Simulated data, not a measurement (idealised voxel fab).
You're looking at the process module voxel lift off.
285 nm wide, 5 nm square cells: that's cross-section cut.
Just so we're on the same page, the cross-sections are grids of square cells, and they're listed out in bands top to bottom, each band one or more rows deep. What a band's entry tells you: where the top is and where the bottom is, as heights in nm, and after that what lies inside, material by material from left to right, each with its width in nm. Empty space is written as the word "air", and a single material marked with the word "throughout" occupies the band from edge to edge. Height reference: 0 = level under which incoming wafer is all one material. Lowest band: no bottom, runs on downward, e.g. "0 down". The width entry "30 to 40" should be interpreted row by row: the top row of cells in the band takes the first number, the bottom row takes the second number, and the change between adjacent rows is uniform throughout. For the purposes of this document, the phrase "same as before" attached to a step denotes that no cell within the cross-section was modified by that step. For the entry "Sealed void listing", the listed items are empty spaces with no open way to the top whose size is 8 cells or more; each item follows the pattern width x height at distance, where distance is from the left edge and all three are in nm. Anything after a step's settings on that line? It's the simulator's own note about the step. overlay nm: where the mask lay relative to plan, measured to the right, on steps with a mask; negatives go left.
-- The following list gives the planned process steps
- 1: RECEIVE (material Si)
- 2: CONFORMAL_DEP (material SiO2; thk nm 15)
- 3: PATTERN (tone open; mask id LINES; material resist; width nm 20; pitch nm 35; thk nm 30; overlay nm 0)
- 4: DIRECTIONAL_DEP (material Ru; thk nm 15)
- 5: STRIP (etch materials resist)
- 6: CONFORMAL_DEP (material SiN; thk nm 10)
-- Cross-section of the wafer as it came to us, i.e., already through step 1
- 0 down  Si throughout
- Sealed void listing: none
-- Cross-sectional view of the first of the two wafers upon completion of the module, processed in accordance with the plan
- 40 to 30  air (85), SiN (110), air (90)
- 30 to 25  air (85), SiN (10), Ru (20), SiN (15), Ru (20), SiN (15), Ru (20), SiN (10), air (90)
- 25 to 15  SiN (95), Ru (20), SiN (15), Ru (20), SiN (15), Ru (20), SiN (100)
- 15 to 0  SiO2 throughout
- 0 down  Si throughout
- Sealed void listing: none
-- Second wafer cross-section at end of module - shared start and plan with the first, one mistake in the run
- 55 to 45  air (85), SiN (110), air (90)
- 45 to 40  air (85), SiN (10), Ru (20), SiN (15), Ru (20), SiN (15), Ru (20), SiN (10), air (90)
- 40 to 30  SiN (95), Ru (20), SiN (15), Ru (20), SiN (15), Ru (20), SiN (100)
- 30 to 0  SiO2 throughout
- 0 down  Si throughout
- Sealed void listing: none
What was done differently from what was planned? step 2 in the plan was executed twice
Upon completion, the second wafer contains, in terms of cells, a greater or smaller amount of certain materials than the first wafer: +171 SiO2
